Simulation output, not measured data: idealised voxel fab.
This is a process module. Its name is voxel released beams.
Displayed cross-section: cut, width of 290 nm, square cells sized 5 nm.
A cross-section is a grid of square cells, given in bands from the top down. A band is one or more rows of cells.
Top, bottom (nm), then materials left to right with widths (nm); lone material tagged "throughout" fills the whole band edge to edge; "empty" = empty space.
Heads up on the height convention: 0 is the point under which the incoming wafer is all one material, and the lowest band has no bottom, it just keeps going down, like "0 nm and below".
It should be noted that a width expressed as "30..40" varies in equal increments from row to row of cells within the band, taking the value of the first number at the top row and that of the second number at the bottom row.
You'll sometimes find "everything unchanged" written for a step, and that's the way of saying that nowhere in the cross-section did a cell change during that step.
Enclosed voids (no open way to top), threshold 8 cells or more, entry "Closed void listing", notation width x height at distance, distance from left edge, nm.
If you see something after the settings on a step's line, that's the simulator's own remark about that step.
overlay nm: how far to the right of its planned place the mask lay on this masked step (negative: to the left).

Listed below are the process steps as planned
1: RECEIVE: material Si
2: CONFORMAL_DEP: material Al2O3, thk nm 10
3: DIRECTIONAL_DEP: material SiO2, thk nm 10
4: PATTERN: tone open, mask id ANCHOR, material resist, width nm 25, thk nm 20, overlay nm 0
5: DIRECTIONAL_ETCH: etch materials SiO2, depth nm 10
6: STRIP: etch materials resist
7: CONFORMAL_DEP: material SiN, thk nm 10
8: MASKED_ETCH: tone cover, mask id BEAM, width nm 80, etch materials SiN, depth nm 10, overlay nm 0
9: STRIP: etch materials SiO2

First of the two wafers, run per plan

Step 1 complete: cross-section of the wafer as received
0 nm and below  Si throughout
Closed void listing: none

The following cross-section depicts the wafer upon completion of step 2
10 nm to 0 nm  Al2O3 throughout
Below 0 it's all the same as before, nothing changed down there.

The following cross-section depicts the wafer upon completion of step 3
20 nm to 10 nm  SiO2 throughout
Below 10 it's all the same as before, nothing changed down there.

The following cross-section depicts the wafer upon completion of step 4
40 nm to 20 nm  resist=105, empty=25, resist=160
Below 20 it's all the same as before, nothing changed down there.

The following cross-section depicts the wafer upon completion of step 5
40 nm to 20 nm  resist=105, empty=25, resist=160
20 nm to 10 nm  SiO2=105, empty=25, SiO2=160
Below 10 it's all the same as before, nothing changed down there.

The following cross-section depicts the wafer upon completion of step 6
20 nm to 10 nm  SiO2=105, empty=25, SiO2=160
Below 10 it's all the same as before, nothing changed down there.

The following cross-section depicts the wafer upon completion of step 7
30 nm to 20 nm  SiN=115, empty=5, SiN=170
20 nm to 10 nm  SiO2=105, SiN=25, SiO2=160
Below 10 it's all the same as before, nothing changed down there.

The following cross-section depicts the wafer upon completion of step 8
30 nm to 20 nm  empty=100, SiN=15, empty=5, SiN=60, empty=110
Below 20 it's all the same as before, nothing changed down there.

The following cross-section depicts the wafer upon completion of step 9
30 nm to 20 nm  empty=100, SiN=15, empty=5, SiN=60, empty=110
20 nm to 10 nm  empty=105, SiN=25, empty=160
Below 10 it's all the same as before, nothing changed down there.

Companion wafer, the second of two: same beginning, same intended sequence, one mistake in carrying it out; through step 3 inclusive it tracks the first exactly

Second wafer profile in section, at the moment step 4 of the plan was meant to be complete
40 nm to 20 nm  empty=105, resist=25, empty=160
Below 20 it's all the same as before, nothing changed down there.

Second wafer profile in section, at the moment step 5 of the plan was meant to be complete
40 nm to 20 nm  empty=105, resist=25, empty=160
20 nm to 10 nm  empty=105, SiO2=25, empty=160
Below 10 it's all the same as before, nothing changed down there.

Second wafer profile in section, at the moment step 6 of the plan was meant to be complete
20 nm to 10 nm  empty=105, SiO2=25, empty=160
Below 10 it's all the same as before, nothing changed down there.

Second wafer profile in section, at the moment step 7 of the plan was meant to be complete
30 nm to 20 nm  empty=95, SiN=45, empty=150
20 nm to 10 nm  SiN=105, SiO2=25, SiN=160
Below 10 it's all the same as before, nothing changed down there.

Second wafer profile in section, at the moment step 8 of the plan was meant to be complete
30 nm to 20 nm  empty=100, SiN=40, empty=150
20 nm to 10 nm  empty=95, SiN=10, SiO2=25, SiN=50, empty=110
Below 10 it's all the same as before, nothing changed down there.

Second wafer profile in section, at the moment step 9 of the plan was meant to be complete: everything unchanged
Heads up, the wafer didn't run the way we planned it: it should be noted that step 4 was executed with settings other than those planned, the operation and settings actually applied being PATTERN: tone cover, mask id ANCHOR, material resist, width nm 25, thk nm 20, overlay nm 0
Counted in cells at the end, the second wafer holds more or fewer of these materials than the first: SiO2: 10 more
